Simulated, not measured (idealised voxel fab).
process module | voxel transistor to metal
cross-section cut | 270 nm wide | cells 5 nm
A cross-section is a grid of square cells, given in bands from the top down. A band is one or more rows of cells.
Each band's line starts with the height of the band's top and of its bottom, in nm. Then come its materials from left to right, each with its width in nm. One material with "throughout" fills the band from edge to edge. "air" is empty space.
Height 0 is the level under which the wafer as received is all one material. The lowest band goes on downwards, as in "0 down".
A width such as "30 to 40" changes by the same amount from each row of cells to the next, from the band's top row to its bottom row.
"no change" after a step means that no cell of the cross-section changed.
closed voids: empty space of 8 cells or more with no open way to the top, each as width x height at its distance from the left edge, in nm
after a step's settings: what the simulator itself notes on the step
overlay nm, on a step with a mask: how far to the right of its planned place the mask lay; to the left if negative
Each pair below shows a cross-section before one step and the cross-section after it, down to the lowest band that changed. The line under each pair gives the step between them, with its settings. The pairs can come from different runs of this module on the same starting wafer, so a pair continues from the pair above only where its "before" says so.
before
  15 to 0: SiO2 50 | air 35 | SiO2 100 | air 35 | SiO2 50
  0 to -10: SiO2 40 to 15 | pSi 10 to 35 | air 35 | pSi 10 to 35 | SiO2 80 to 30 | pSi 10 to 35 | air 35 | pSi 10 to 35 | SiO2 40 to 15
  -10 to -15: SiO2 20 | pSi 30 | Si 35 | pSi 30 | SiO2 40 | pSi 30 | Si 35 | pSi 30 | SiO2 20
  -15 to -45: SiO2 20 | Si 95 | SiO2 40 | Si 95 | SiO2 20
  -45 down: Si throughout
  closed voids: none
after
  20 to 15: HfO2 55 | air 25 | HfO2 110 | air 25 | HfO2 55
  15 to 0: SiO2 50 | HfO2 5 | air 25 | HfO2 5 | SiO2 100 | HfO2 5 | air 25 | HfO2 5 | SiO2 50
  0 to -5: SiO2 40 | pSi 10 | HfO2 5 | air 25 | HfO2 5 | pSi 10 | SiO2 80 | pSi 10 | HfO2 5 | air 25 | HfO2 5 | pSi 10 | SiO2 40
  -5 to -10: SiO2 15 | pSi 35 | HfO2 35 | pSi 35 | SiO2 30 | pSi 35 | HfO2 35 | pSi 35 | SiO2 15
  below -10: unchanged
  closed voids: none
the step between: op CONFORMAL_DEP | material HfO2 | thk nm 5
before: the cross-section after the pair above
after
  25 to 20: TiN 60 | air 15 | TiN 120 | air 15 | TiN 60
  20 to 15: HfO2 55 | TiN 5 | air 15 | TiN 5 | HfO2 110 | TiN 5 | air 15 | TiN 5 | HfO2 55
  15 to 0: SiO2 50 | HfO2 5 | TiN 5 | air 15 | TiN 5 | HfO2 5 | SiO2 100 | HfO2 5 | TiN 5 | air 15 | TiN 5 | HfO2 5 | SiO2 50
  0 to -5: SiO2 40 | pSi 10 | HfO2 5 | TiN 25 | HfO2 5 | pSi 10 | SiO2 80 | pSi 10 | HfO2 5 | TiN 25 | HfO2 5 | pSi 10 | SiO2 40
  below -5: unchanged
  closed voids: none
the step between: op CONFORMAL_DEP | material TiN | thk nm 5
before: the cross-section after the pair above
after
  35 to 25: W throughout
  25 to 20: TiN 60 | W 15 | TiN 120 | W 15 | TiN 60
  20 to 15: HfO2 55 | TiN 5 | W 15 | TiN 5 | HfO2 110 | TiN 5 | W 15 | TiN 5 | HfO2 55
  15 to 0: SiO2 50 | HfO2 5 | TiN 5 | W 15 | TiN 5 | HfO2 5 | SiO2 100 | HfO2 5 | TiN 5 | W 15 | TiN 5 | HfO2 5 | SiO2 50
  below 0: unchanged
  closed voids: none
the step between: op FILL_DEP | material W | thk nm 10
before: the cross-section after the pair above
after
  15 to 0: SiO2 50 | HfO2 5 | TiN 5 | W 15 | TiN 5 | HfO2 5 | SiO2 100 | HfO2 5 | TiN 5 | W 15 | TiN 5 | HfO2 5 | SiO2 50
  below 0: unchanged
  closed voids: none
the step between: op CMP | height nm 15
before: the cross-section after the pair above
after
  25 to 15: SiO2 throughout
  below 15: unchanged
  closed voids: none
the step between: op DIRECTIONAL_DEP | material SiO2 | thk nm 10
before: the cross-section after the pair above
after
  35 to 25: aC throughout
  below 25: unchanged
  closed voids: none
the step between: op DIRECTIONAL_DEP | material aC | thk nm 10
before: the cross-section after the pair above
after
  65 to 35: resist 20 | air 20 | resist 55 | air 20 | resist 40 | air 20 | resist 55 | air 20 | resist 20
  below 35: unchanged
  closed voids: none
the step between: op PATTERN | tone open | mask id CONTACT | material resist | width nm 20 | thk nm 30 | overlay nm 0
before: the cross-section after the pair above
after
  55 to 35: resist 20 | air 20 | resist 55 | air 20 | resist 40 | air 20 | resist 55 | air 20 | resist 20
  35 to 25: aC 20 | air 20 | aC 55 | air 20 | aC 40 | air 20 | aC 55 | air 20 | aC 20
  below 25: unchanged
  closed voids: none
the step between: op DIRECTIONAL_ETCH | etch materials aC | depth nm 10
before: the cross-section after the pair above
after
  35 to 25: aC 20 | air 20 | aC 55 | air 20 | aC 40 | air 20 | aC 55 | air 20 | aC 20
  below 25: unchanged
  closed voids: none
the step between: op STRIP | etch materials resist
before: the cross-section after the pair above
after
  35 to 25: aC 20 | air 20 | aC 55 | air 20 | aC 40 | air 20 | aC 55 | air 20 | aC 20
  25 to 15: SiO2 20 | air 20 | SiO2 55 | air 20 | SiO2 40 | air 20 | SiO2 55 | air 20 | SiO2 20
  15 to 0: SiO2 20 | air 20 | SiO2 10 | HfO2 5 | TiN 5 | W 15 | TiN 5 | HfO2 5 | SiO2 10 | air 20 | SiO2 40 | air 20 | SiO2 10 | HfO2 5 | TiN 5 | W 15 | TiN 5 | HfO2 5 | SiO2 10 | air 20 | SiO2 20
  0 to -5: SiO2 20 | air 20 | pSi 10 | HfO2 5 | TiN 25 | HfO2 5 | pSi 10 | air 20 | SiO2 40 | air 20 | pSi 10 | HfO2 5 | TiN 25 | HfO2 5 | pSi 10 | air 20 | SiO2 20
  below -5: unchanged
  closed voids: none
the step between: op DIRECTIONAL_ETCH | etch materials SiO2 | depth nm 30
before: the cross-section after the pair above
after
  25 to 15: SiO2 20 | air 20 | SiO2 55 | air 20 | SiO2 40 | air 20 | SiO2 55 | air 20 | SiO2 20
  below 15: unchanged
  closed voids: none
the step between: op STRIP | etch materials aC
before: the cross-section after the pair above
after
  30 to 25: TiN 25 | air 10 | TiN 65 | air 10 | TiN 50 | air 10 | TiN 65 | air 10 | TiN 25
  25 to 15: SiO2 20 | TiN 5 | air 10 | TiN 5 | SiO2 55 | TiN 5 | air 10 | TiN 5 | SiO2 40 | TiN 5 | air 10 | TiN 5 | SiO2 55 | TiN 5 | air 10 | TiN 5 | SiO2 20
  15 to 0: SiO2 20 | TiN 5 | air 10 | TiN 5 | SiO2 10 | HfO2 5 | TiN 5 | W 15 | TiN 5 | HfO2 5 | SiO2 10 | TiN 5 | air 10 | TiN 5 | SiO2 40 | TiN 5 | air 10 | TiN 5 | SiO2 10 | HfO2 5 | TiN 5 | W 15 | TiN 5 | HfO2 5 | SiO2 10 | TiN 5 | air 10 | TiN 5 | SiO2 20
  0 to -5: SiO2 20 | TiN 20 | pSi 10 | HfO2 5 | TiN 25 | HfO2 5 | pSi 10 | TiN 20 | SiO2 40 | TiN 20 | pSi 10 | HfO2 5 | TiN 25 | HfO2 5 | pSi 10 | TiN 20 | SiO2 20
  below -5: unchanged
  closed voids: none
the step between: op CONFORMAL_DEP | material TiN | thk nm 5
before: the cross-section after the pair above
after
  40 to 30: W throughout
  30 to 25: TiN 25 | W 10 | TiN 65 | W 10 | TiN 50 | W 10 | TiN 65 | W 10 | TiN 25
  25 to 15: SiO2 20 | TiN 5 | W 10 | TiN 5 | SiO2 55 | TiN 5 | W 10 | TiN 5 | SiO2 40 | TiN 5 | W 10 | TiN 5 | SiO2 55 | TiN 5 | W 10 | TiN 5 | SiO2 20
  15 to 0: SiO2 20 | TiN 5 | W 10 | TiN 5 | SiO2 10 | HfO2 5 | TiN 5 | W 15 | TiN 5 | HfO2 5 | SiO2 10 | TiN 5 | W 10 | TiN 5 | SiO2 40 | TiN 5 | W 10 | TiN 5 | SiO2 10 | HfO2 5 | TiN 5 | W 15 | TiN 5 | HfO2 5 | SiO2 10 | TiN 5 | W 10 | TiN 5 | SiO2 20
  below 0: unchanged
  closed voids: none
the step between: op FILL_DEP | material W | thk nm 10
before: the cross-section after the pair above
after
  25 to 15: SiO2 20 | TiN 5 | W 10 | TiN 5 | SiO2 55 | TiN 5 | W 10 | TiN 5 | SiO2 40 | TiN 5 | W 10 | TiN 5 | SiO2 55 | TiN 5 | W 10 | TiN 5 | SiO2 20
  below 15: unchanged
  closed voids: none
the step between: op CMP | height nm 25
before: the cross-section after the pair above
after
  30 to 25: SiN throughout
  below 25: unchanged
  closed voids: none
the step between: op CONFORMAL_DEP | material SiN | thk nm 5
before: the cross-section after the pair above
after
  55 to 30: lowk throughout
  below 30: unchanged
  closed voids: none
the step between: op DIRECTIONAL_DEP | material lowk | thk nm 25
before: the cross-section after the pair above
after
  70 to 55: aC throughout
  below 55: unchanged
  closed voids: none
the step between: op DIRECTIONAL_DEP | material aC | thk nm 15
before: the cross-section after the pair above
after
  100 to 70: resist 20 | air 20 | resist 55 | air 20 | resist 40 | air 20 | resist 55 | air 20 | resist 20
  below 70: unchanged
  closed voids: none
the step between: op PATTERN | tone open | mask id METAL_1 | material resist | width nm 20 | thk nm 30 | overlay nm 0
before: the cross-section after the pair above
after
  85 to 70: resist 20 | air 20 | resist 55 | air 20 | resist 40 | air 20 | resist 55 | air 20 | resist 20
  70 to 55: aC 20 | air 20 | aC 55 | air 20 | aC 40 | air 20 | aC 55 | air 20 | aC 20
  below 55: unchanged
  closed voids: none
the step between: op DIRECTIONAL_ETCH | etch materials aC | depth nm 15
before: the cross-section after the pair above
after
  70 to 55: aC 20 | air 20 | aC 55 | air 20 | aC 40 | air 20 | aC 55 | air 20 | aC 20
  below 55: unchanged
  closed voids: none
the step between: op STRIP | etch materials resist
before: the cross-section after the pair above
after
  70 to 55: aC 20 | air 20 | aC 55 | air 20 | aC 40 | air 20 | aC 55 | air 20 | aC 20
  55 to 30: lowk 20 | air 20 | lowk 55 | air 20 | lowk 40 | air 20 | lowk 55 | air 20 | lowk 20
  below 30: unchanged
  closed voids: none
the step between: op DIRECTIONAL_ETCH | etch materials lowk | depth nm 25
before: the cross-section after the pair above
after
  70 to 55: aC 20 | air 20 | aC 55 | air 20 | aC 40 | air 20 | aC 55 | air 20 | aC 20
  55 to 30: lowk 20 | air 20 | lowk 55 | air 20 | lowk 40 | air 20 | lowk 55 | air 20 | lowk 20
  30 to 25: SiN 20 | air 20 | SiN 55 | air 20 | SiN 40 | air 20 | SiN 55 | air 20 | SiN 20
  below 25: unchanged
  closed voids: none
the step between: op DIRECTIONAL_ETCH | etch materials SiN | depth nm 5
before: the cross-section after the pair above
after
  55 to 30: lowk 20 | air 20 | lowk 55 | air 20 | lowk 40 | air 20 | lowk 55 | air 20 | lowk 20
  below 30: unchanged
  closed voids: none
the step between: op STRIP | etch materials aC
before: the cross-section after the pair above
after
  60 to 55: TiN 25 | air 10 | TiN 65 | air 10 | TiN 50 | air 10 | TiN 65 | air 10 | TiN 25
  55 to 30: lowk 20 | TiN 5 | air 10 | TiN 5 | lowk 55 | TiN 5 | air 10 | TiN 5 | lowk 40 | TiN 5 | air 10 | TiN 5 | lowk 55 | TiN 5 | air 10 | TiN 5 | lowk 20
  30 to 25: SiN 20 | TiN 20 | SiN 55 | TiN 20 | SiN 40 | TiN 20 | SiN 55 | TiN 20 | SiN 20
  below 25: unchanged
  closed voids: none
the step between: op CONFORMAL_DEP | material TiN | thk nm 5
before: the cross-section after the pair above
after
  65 to 60: Cu throughout
  60 to 55: TiN 25 | Cu 10 | TiN 65 | Cu 10 | TiN 50 | Cu 10 | TiN 65 | Cu 10 | TiN 25
  55 to 30: lowk 20 | TiN 5 | Cu 10 | TiN 5 | lowk 55 | TiN 5 | Cu 10 | TiN 5 | lowk 40 | TiN 5 | Cu 10 | TiN 5 | lowk 55 | TiN 5 | Cu 10 | TiN 5 | lowk 20
  below 30: unchanged
  closed voids: none
the step between: op FILL_DEP | material Cu | thk nm 5
before: the cross-section after the pair above
after
  55 to 30: lowk 20 | TiN 5 | Cu 10 | TiN 5 | lowk 55 | TiN 5 | Cu 10 | TiN 5 | lowk 40 | TiN 5 | Cu 10 | TiN 5 | lowk 55 | TiN 5 | Cu 10 | TiN 5 | lowk 20
  below 30: unchanged
  closed voids: none
the step between: op CMP | height nm 55
before: the cross-section after the pair above
after
  60 to 55: air 15 | Ru 30 | air 45 | Ru 30 | air 30 | Ru 30 | air 45 | Ru 30 | air 15
  below 55: unchanged
  closed voids: none
the step between: op EPI | material Ru | thk nm 5
before: the cross-section after the pair above
after
  65 to 60: SiCN throughout
  60 to 55: SiCN 15 | Ru 30 | SiCN 45 | Ru 30 | SiCN 30 | Ru 30 | SiCN 45 | Ru 30 | SiCN 15
  below 55: unchanged
  closed voids: none
the step between: op FILL_DEP | material SiCN | thk nm 5
before
  15 to 0: air 15 | SiN 105 | air 30 | SiN 105 | air 15
  0 to -5: air 15 | SiO2 105 | air 30 | SiO2 105 | air 15
  -5 to -40: air 15 | Si 105 | air 30 | Si 105 | air 15
  -40 down: Si throughout
  closed voids: none
after
  15 to 0: air 15 | SiN 105 | air 30 | SiN 105 | air 15
  0 to -5: air 15 | SiO2 105 | air 30 | SiO2 105 | air 15
  -5 to -75: air 15 | Si 105 | air 30 | Si 105 | air 15
  below -75: unchanged
  closed voids: none
the step between: op MASKED_ETCH | tone cover | mask id ACTIVE | width nm 105 | pitch nm 135 | etch materials Si | depth nm 35 | overlay nm 0
before: the cross-section after the pair above
after
  15 to 0: air 15 | SiN 105 | air 30 | SiN 105 | air 15
  0 to -5: air 15 | SiO2 105 | air 30 | SiO2 105 | air 15
  -5 to -75: air 15 | SiO2 5 | Si 95 | SiO2 5 | air 30 | SiO2 5 | Si 95 | SiO2 5 | air 15
  -75 to -80: SiO2 20 | Si 95 | SiO2 40 | Si 95 | SiO2 20
  below -80: unchanged
  closed voids: none
the step between: op OXIDIZE | depth nm 5
before: the cross-section after the pair above
after
  30 to 15: SiO2 throughout
  15 to 0: SiO2 15 | SiN 105 | SiO2 30 | SiN 105 | SiO2 15
  0 to -5: SiO2 throughout
  -5 to -80: SiO2 20 | Si 95 | SiO2 40 | Si 95 | SiO2 20
  below -80: unchanged
  closed voids: none
the step between: op FILL_DEP | material SiO2 | thk nm 15
before: the cross-section after the pair above
after
  15 to 0: SiO2 15 | SiN 105 | SiO2 30 | SiN 105 | SiO2 15
  below 0: unchanged
  closed voids: none
the step between: op CMP | height nm 15
before: the cross-section after the pair above
after
  15 to 0: air 15 | SiN 105 | air 30 | SiN 105 | air 15
  below 0: unchanged
  closed voids: none
the step between: op SELECTIVE_ETCH | etch materials SiO2 | depth nm 15
before: the cross-section after the pair above
after
  0 to -5: SiO2 throughout
  below -5: unchanged
  closed voids: none
the step between: op STRIP | etch materials SiN
before: the cross-section after the pair above
after
  -5 to -80: SiO2 20 | Si 95 | SiO2 40 | Si 95 | SiO2 20
  below -80: unchanged
  closed voids: none
the step between: op SELECTIVE_ETCH | etch materials SiO2 | depth nm 5
before: the cross-section after the pair above
after
  -5 to -10: SiO2 throughout
  below -10: unchanged
  closed voids: none
the step between: op OXIDIZE | depth nm 5
before: the cross-section after the pair above
after
  20 to -5: polySi throughout
  below -5: unchanged
  closed voids: none
the step between: op DIRECTIONAL_DEP | material polySi | thk nm 25
before: the cross-section after the pair above
after
  35 to 20: SiCN throughout
  below 20: unchanged
  closed voids: none
the step between: op DIRECTIONAL_DEP | material SiCN | thk nm 15
before: the cross-section after the pair above
after
  35 to 20: air 55 | SiCN 25 | air 110 | SiCN 25 | air 55
  below 20: unchanged
  closed voids: none
the step between: op MASKED_ETCH | tone cover | mask id GATE | width nm 25 | pitch nm 135 | etch materials SiCN | depth nm 25 | overlay nm 0
before: the cross-section after the pair above
after
  35 to 20: air 55 | SiCN 25 | air 110 | SiCN 25 | air 55
  20 to -5: air 55 | polySi 25 | air 110 | polySi 25 | air 55
  below -5: unchanged
  closed voids: none
the step between: op MASKED_ETCH | tone cover | mask id GATE | width nm 25 | pitch nm 135 | etch materials polySi | depth nm 35 | overlay nm 0
before: the cross-section after the pair above
after
  40 to 35: air 50 | SiO2 35 | air 100 | SiO2 35 | air 50
  35 to 20: air 50 | SiO2 5 | SiCN 25 | SiO2 5 | air 100 | SiO2 5 | SiCN 25 | SiO2 5 | air 50
  20 to 0: air 50 | SiO2 5 | polySi 25 | SiO2 5 | air 100 | SiO2 5 | polySi 25 | SiO2 5 | air 50
  0 to -5: SiO2 55 | polySi 25 | SiO2 110 | polySi 25 | SiO2 55
  below -5: unchanged
  closed voids: none
the step between: op CONFORMAL_DEP | material SiO2 | thk nm 5
before: the cross-section after the pair above
after
  35 to 20: air 50 | SiO2 5 | SiCN 25 | SiO2 5 | air 100 | SiO2 5 | SiCN 25 | SiO2 5 | air 50
  20 to -5: air 50 | SiO2 5 | polySi 25 | SiO2 5 | air 100 | SiO2 5 | polySi 25 | SiO2 5 | air 50
  below -5: unchanged
  closed voids: none
the step between: op DIRECTIONAL_ETCH | etch materials SiO2 | depth nm 5
before: the cross-section after the pair above
after
  45 to 35: air 40 | SiN 55 | air 80 | SiN 55 | air 40
  35 to 20: air 40 | SiN 10 | SiO2 5 | SiCN 25 | SiO2 5 | SiN 10 | air 80 | SiN 10 | SiO2 5 | SiCN 25 | SiO2 5 | SiN 10 | air 40
  20 to 5: air 40 | SiN 10 | SiO2 5 | polySi 25 | SiO2 5 | SiN 10 | air 80 | SiN 10 | SiO2 5 | polySi 25 | SiO2 5 | SiN 10 | air 40
  5 to -5: SiN 50 | SiO2 5 | polySi 25 | SiO2 5 | SiN 100 | SiO2 5 | polySi 25 | SiO2 5 | SiN 50
  below -5: unchanged
  closed voids: none
the step between: op CONFORMAL_DEP | material SiN | thk nm 10
before: the cross-section after the pair above
after
  35 to 20: air 40 | SiN 10 | SiO2 5 | SiCN 25 | SiO2 5 | SiN 10 | air 80 | SiN 10 | SiO2 5 | SiCN 25 | SiO2 5 | SiN 10 | air 40
  20 to -5: air 40 | SiN 10 | SiO2 5 | polySi 25 | SiO2 5 | SiN 10 | air 80 | SiN 10 | SiO2 5 | polySi 25 | SiO2 5 | SiN 10 | air 40
  below -5: unchanged
  closed voids: none
the step between: op DIRECTIONAL_ETCH | etch materials SiN | depth nm 10
before: the cross-section after the pair above
after
  35 to 30: air 40 | SiN 10 | air 5 | SiCN 25 | air 5 | SiN 10 | air 80 | SiN 10 | air 5 | SiCN 25 | air 5 | SiN 10 | air 40
  30 to 20: air 40 | SiN 10 | SiO2 5 | SiCN 25 | SiO2 5 | SiN 10 | air 80 | SiN 10 | SiO2 5 | SiCN 25 | SiO2 5 | SiN 10 | air 40
  20 to -5: air 40 | SiN 10 | SiO2 5 | polySi 25 | SiO2 5 | SiN 10 | air 80 | SiN 10 | SiO2 5 | polySi 25 | SiO2 5 | SiN 10 | air 40
  -5 to -10: air 40 | SiO2 55 | air 80 | SiO2 55 | air 40
  below -10: unchanged
  closed voids: none
the step between: op DIRECTIONAL_ETCH | etch materials SiO2 | depth nm 5
before: the cross-section after the pair above
after
  35 to 30: air 40 | SiN 10 | air 5 | SiCN 25 | air 5 | SiN 10 | air 80 | SiN 10 | air 5 | SiCN 25 | air 5 | SiN 10 | air 40
  30 to 20: air 40 | SiN 10 | SiO2 5 | SiCN 25 | SiO2 5 | SiN 10 | air 80 | SiN 10 | SiO2 5 | SiCN 25 | SiO2 5 | SiN 10 | air 40
  20 to -5: air 40 | SiN 10 | SiO2 5 | polySi 25 | SiO2 5 | SiN 10 | air 80 | SiN 10 | SiO2 5 | polySi 25 | SiO2 5 | SiN 10 | air 40
  -5 to -10: air 40 | SiO2 55 | air 80 | SiO2 55 | air 40
  -10 to -15: SiO2 20 | air 20 | Si 55 | air 20 | SiO2 40 | air 20 | Si 55 | air 20 | SiO2 20
  below -15: unchanged
  closed voids: none
the step between: op DIRECTIONAL_ETCH | etch materials Si | depth nm 5
before: the cross-section after the pair above
after
  35 to 30: air 40 | SiN 10 | air 5 | SiCN 25 | air 5 | SiN 10 | air 80 | SiN 10 | air 5 | SiCN 25 | air 5 | SiN 10 | air 40
  30 to 20: air 40 | SiN 10 | SiO2 5 | SiCN 25 | SiO2 5 | SiN 10 | air 80 | SiN 10 | SiO2 5 | SiCN 25 | SiO2 5 | SiN 10 | air 40
  20 to 0: air 40 | SiN 10 | SiO2 5 | polySi 25 | SiO2 5 | SiN 10 | air 80 | SiN 10 | SiO2 5 | polySi 25 | SiO2 5 | SiN 10 | air 40
  0 to -5: air 30 | pSi 10 | SiN 10 | SiO2 5 | polySi 25 | SiO2 5 | SiN 10 | pSi 10 | air 60 | pSi 10 | SiN 10 | SiO2 5 | polySi 25 | SiO2 5 | SiN 10 | pSi 10 | air 30
  -5 to -10: air 15 | pSi 25 | SiO2 55 | pSi 25 | air 30 | pSi 25 | SiO2 55 | pSi 25 | air 15
  -10 to -15: SiO2 20 | pSi 20 | Si 55 | pSi 20 | SiO2 40 | pSi 20 | Si 55 | pSi 20 | SiO2 20
  below -15: unchanged
  closed voids: none
the step between: op EPI | material pSi | thk nm 10
before: the cross-section after the pair above
after
  45 to 35: SiO2 throughout
  35 to 20: SiO2 40 | SiN 10 | SiO2 5 | SiCN 25 | SiO2 5 | SiN 10 | SiO2 80 | SiN 10 | SiO2 5 | SiCN 25 | SiO2 5 | SiN 10 | SiO2 40
  20 to 0: SiO2 40 | SiN 10 | SiO2 5 | polySi 25 | SiO2 5 | SiN 10 | SiO2 80 | SiN 10 | SiO2 5 | polySi 25 | SiO2 5 | SiN 10 | SiO2 40
  0 to -5: SiO2 30 | pSi 10 | SiN 10 | SiO2 5 | polySi 25 | SiO2 5 | SiN 10 | pSi 10 | SiO2 60 | pSi 10 | SiN 10 | SiO2 5 | polySi 25 | SiO2 5 | SiN 10 | pSi 10 | SiO2 30
  -5 to -10: SiO2 15 | pSi 25 | SiO2 55 | pSi 25 | SiO2 30 | pSi 25 | SiO2 55 | pSi 25 | SiO2 15
  below -10: unchanged
  closed voids: none
the step between: op FILL_DEP | material SiO2 | thk nm 10
before: the cross-section after the pair above
after
  20 to 0: SiO2 40 | SiN 10 | SiO2 5 | polySi 25 | SiO2 5 | SiN 10 | SiO2 80 | SiN 10 | SiO2 5 | polySi 25 | SiO2 5 | SiN 10 | SiO2 40
  below 0: unchanged
  closed voids: none
the step between: op CMP | height nm 20
before: the cross-section after the pair above
after
  20 to 0: SiO2 40 | SiN 10 | SiO2 5 | air 25 | SiO2 5 | SiN 10 | SiO2 80 | SiN 10 | SiO2 5 | air 25 | SiO2 5 | SiN 10 | SiO2 40
  0 to -5: SiO2 30 | pSi 10 | SiN 10 | SiO2 5 | air 25 | SiO2 5 | SiN 10 | pSi 10 | SiO2 60 | pSi 10 | SiN 10 | SiO2 5 | air 25 | SiO2 5 | SiN 10 | pSi 10 | SiO2 30
  below -5: unchanged
  closed voids: none
the step between: op STRIP | etch materials polySi
before: the cross-section after the pair above
after
  20 to 15: air 40 | SiN 10 | air 35 | SiN 10 | air 80 | SiN 10 | air 35 | SiN 10 | air 40
  15 to 0: SiO2 40 | SiN 10 | air 35 | SiN 10 | SiO2 80 | SiN 10 | air 35 | SiN 10 | SiO2 40
  0 to -5: SiO2 30 | pSi 10 | SiN 10 | air 35 | SiN 10 | pSi 10 | SiO2 60 | pSi 10 | SiN 10 | air 35 | SiN 10 | pSi 10 | SiO2 30
  -5 to -10: SiO2 15 | pSi 25 | SiO2 10 | air 35 | SiO2 10 | pSi 25 | SiO2 30 | pSi 25 | SiO2 10 | air 35 | SiO2 10 | pSi 25 | SiO2 15
  below -10: unchanged
  closed voids: none
the step between: op SELECTIVE_ETCH | etch materials SiO2 | depth nm 5
before: the cross-section after the pair above
after
  25 to 20: air 35 | HfO2 20 | air 25 | HfO2 20 | air 70 | HfO2 20 | air 25 | HfO2 20 | air 35
  20 to 15: HfO2 40 | SiN 10 | HfO2 5 | air 25 | HfO2 5 | SiN 10 | HfO2 80 | SiN 10 | HfO2 5 | air 25 | HfO2 5 | SiN 10 | HfO2 40
  15 to 0: SiO2 40 | SiN 10 | HfO2 5 | air 25 | HfO2 5 | SiN 10 | SiO2 80 | SiN 10 | HfO2 5 | air 25 | HfO2 5 | SiN 10 | SiO2 40
  0 to -5: SiO2 30 | pSi 10 | SiN 10 | HfO2 5 | air 25 | HfO2 5 | SiN 10 | pSi 10 | SiO2 60 | pSi 10 | SiN 10 | HfO2 5 | air 25 | HfO2 5 | SiN 10 | pSi 10 | SiO2 30
  -5 to -10: SiO2 15 | pSi 25 | SiO2 10 | HfO2 35 | SiO2 10 | pSi 25 | SiO2 30 | pSi 25 | SiO2 10 | HfO2 35 | SiO2 10 | pSi 25 | SiO2 15
  below -10: unchanged
  closed voids: none
the step between: op CONFORMAL_DEP | material HfO2 | thk nm 5
before: the cross-section after the pair above
after
  30 to 25: air 30 | TiN 30 | air 15 | TiN 30 | air 60 | TiN 30 | air 15 | TiN 30 | air 30
  25 to 20: TiN 35 | HfO2 20 | TiN 5 | air 15 | TiN 5 | HfO2 20 | TiN 70 | HfO2 20 | TiN 5 | air 15 | TiN 5 | HfO2 20 | TiN 35
  20 to 15: HfO2 40 | SiN 10 | HfO2 5 | TiN 5 | air 15 | TiN 5 | HfO2 5 | SiN 10 | HfO2 80 | SiN 10 | HfO2 5 | TiN 5 | air 15 | TiN 5 | HfO2 5 | SiN 10 | HfO2 40
  15 to 0: SiO2 40 | SiN 10 | HfO2 5 | TiN 5 | air 15 | TiN 5 | HfO2 5 | SiN 10 | SiO2 80 | SiN 10 | HfO2 5 | TiN 5 | air 15 | TiN 5 | HfO2 5 | SiN 10 | SiO2 40
  0 to -5: SiO2 30 | pSi 10 | SiN 10 | HfO2 5 | TiN 25 | HfO2 5 | SiN 10 | pSi 10 | SiO2 60 | pSi 10 | SiN 10 | HfO2 5 | TiN 25 | HfO2 5 | SiN 10 | pSi 10 | SiO2 30
  below -5: unchanged
  closed voids: none
the step between: op CONFORMAL_DEP | material TiN | thk nm 5
before: the cross-section after the pair above
after
  40 to 30: W throughout
  30 to 25: W 30 | TiN 30 | W 15 | TiN 30 | W 60 | TiN 30 | W 15 | TiN 30 | W 30
  25 to 20: TiN 35 | HfO2 20 | TiN 5 | W 15 | TiN 5 | HfO2 20 | TiN 70 | HfO2 20 | TiN 5 | W 15 | TiN 5 | HfO2 20 | TiN 35
  20 to 15: HfO2 40 | SiN 10 | HfO2 5 | TiN 5 | W 15 | TiN 5 | HfO2 5 | SiN 10 | HfO2 80 | SiN 10 | HfO2 5 | TiN 5 | W 15 | TiN 5 | HfO2 5 | SiN 10 | HfO2 40
  15 to 0: SiO2 40 | SiN 10 | HfO2 5 | TiN 5 | W 15 | TiN 5 | HfO2 5 | SiN 10 | SiO2 80 | SiN 10 | HfO2 5 | TiN 5 | W 15 | TiN 5 | HfO2 5 | SiN 10 | SiO2 40
  below 0: unchanged
  closed voids: none
the step between: op FILL_DEP | material W | thk nm 10
before: the cross-section after the pair above
after
  15 to 0: SiO2 40 | SiN 10 | HfO2 5 | TiN 5 | W 15 | TiN 5 | HfO2 5 | SiN 10 | SiO2 80 | SiN 10 | HfO2 5 | TiN 5 | W 15 | TiN 5 | HfO2 5 | SiN 10 | SiO2 40
  below 0: unchanged
  closed voids: none
the step between: op CMP | height nm 15
before: the cross-section after the pair above
after
  25 to 15: SiO2 throughout
  below 15: unchanged
  closed voids: none
the step between: op DIRECTIONAL_DEP | material SiO2 | thk nm 10
before: the cross-section after the pair above
after
  35 to 25: aC throughout
  below 25: unchanged
  closed voids: none
the step between: op DIRECTIONAL_DEP | material aC | thk nm 10
before: the cross-section after the pair above
after
  65 to 35: resist 20 | air 20 | resist 55 | air 20 | resist 40 | air 20 | resist 55 | air 20 | resist 20
  below 35: unchanged
  closed voids: none
the step between: op PATTERN | tone open | mask id CONTACT | material resist | width nm 20 | thk nm 30 | overlay nm 0
before: the cross-section after the pair above
after
  55 to 35: resist 20 | air 20 | resist 55 | air 20 | resist 40 | air 20 | resist 55 | air 20 | resist 20
  35 to 25: aC 20 | air 20 | aC 55 | air 20 | aC 40 | air 20 | aC 55 | air 20 | aC 20
  below 25: unchanged
  closed voids: none
the step between: op DIRECTIONAL_ETCH | etch materials aC | depth nm 10
before: the cross-section after the pair above
after
  35 to 25: aC 20 | air 20 | aC 55 | air 20 | aC 40 | air 20 | aC 55 | air 20 | aC 20
  below 25: unchanged
  closed voids: none
the step between: op STRIP | etch materials resist
before: the cross-section after the pair above
after
  35 to 25: aC 20 | air 20 | aC 55 | air 20 | aC 40 | air 20 | aC 55 | air 20 | aC 20
  25 to 15: SiO2 20 | air 20 | SiO2 55 | air 20 | SiO2 40 | air 20 | SiO2 55 | air 20 | SiO2 20
  15 to 0: SiO2 20 | air 20 | SiN 10 | HfO2 5 | TiN 5 | W 15 | TiN 5 | HfO2 5 | SiN 10 | air 20 | SiO2 40 | air 20 | SiN 10 | HfO2 5 | TiN 5 | W 15 | TiN 5 | HfO2 5 | SiN 10 | air 20 | SiO2 20
  0 to -5: SiO2 20 | air 10 | pSi 10 | SiN 10 | HfO2 5 | TiN 25 | HfO2 5 | SiN 10 | pSi 10 | air 10 | SiO2 40 | air 10 | pSi 10 | SiN 10 | HfO2 5 | TiN 25 | HfO2 5 | SiN 10 | pSi 10 | air 10 | SiO2 20
  below -5: unchanged
  closed voids: none
the step between: op DIRECTIONAL_ETCH | etch materials SiO2 | depth nm 30
before: the cross-section after the pair above
after
  25 to 15: SiO2 20 | air 20 | SiO2 55 | air 20 | SiO2 40 | air 20 | SiO2 55 | air 20 | SiO2 20
  below 15: unchanged
  closed voids: none
the step between: op STRIP | etch materials aC
